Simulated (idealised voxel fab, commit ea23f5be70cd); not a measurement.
Process module name: voxel spacer lines
The cross-section shown here is cut; it is 275 nm wide and divided into square cells measuring 5 nm on a side.
Just so we're on the same page, the cross-sections are grids of square cells, and they're listed out in bands top to bottom, each band one or more rows deep.
Read a band's entry like this: the first values are the height of its top and the height of its bottom in nm, and what follows is the sequence of materials from left to right, each with its width in nm. Note that "empty" is empty space, and that a single material marked "everywhere" reaches across the band from edge to edge.
A quick word on heights: they are counted from 0, and under that level the wafer as it came to us is one material throughout. The lowest band is different from the rest in having no bottom; it simply continues downward, written as in "0..down".
Read "30..40" as a graded width: first number on top, second number at the bottom, same change between each pair of neighbouring rows.
The cross-section has no changed cell in any step marked "remained the same".
"Unvented voids" lists enclosed empty spaces (at least 8 cells, no open path upward to the top), each as width x height at distance from the left edge, in nm.
Note: text after step settings on the step line = simulator remark on that step.
You can add "overlay nm" to a step's line. For a step with a mask, it describes how far the mask lay to the right of its planned position, and a negative number describes a lay to the left.

Here's what the planned process steps look like
step 1: RECEIVE,material Si
step 2: CONFORMAL_DEP,material Al2O3,thk nm 5
step 3: DIRECTIONAL_DEP,material polySi,thk nm 15
step 4: DIRECTIONAL_DEP,material aC,thk nm 20
step 5: PATTERN,tone cover,mask id MANDREL,material resist,width nm 15,pitch nm 50,thk nm 25,overlay nm 0
step 6: DIRECTIONAL_ETCH,etch materials aC,depth nm 20
step 7: STRIP,etch materials resist
step 8: CONFORMAL_DEP,material SiO2,thk nm 10
step 9: DIRECTIONAL_ETCH,etch materials SiO2,depth nm 10
step 10: STRIP,etch materials aC
step 11: DIRECTIONAL_ETCH,etch materials polySi,depth nm 15
step 12: STRIP,etch materials SiO2

As-received state of the wafer in cross-section, equivalent to post-step 1
- 0..down  Si everywhere
- Unvented voids: none

Cross-sectional view of the first of the two wafers upon completion of the module, processed in accordance with the plan
- 20..5  95 of empty, then 10 of polySi, then 15 of empty, then 10 of polySi, then 15 of empty, then 10 of polySi, then 15 of empty, then 10 of polySi, then 95 of empty
- 5..0  Al2O3 everywhere
- 0..down  Si everywhere
- Unvented voids: none

Here's the second of our two wafers sectioned at module end. Same start as the first, same plan, but one mistake got made running it
- 35..20  95 of empty, then 10 of polySi, then 15 of empty, then 10 of polySi, then 15 of empty, then 10 of polySi, then 15 of empty, then 10 of polySi, then 95 of empty
- 20..5  polySi everywhere
- 5..0  Al2O3 everywhere
- 0..down  Si everywhere
- Unvented voids: none
Plan not followed: step 3 was run twice
Final cells, second wafer relative to first, materials higher or lower: +165 polySi
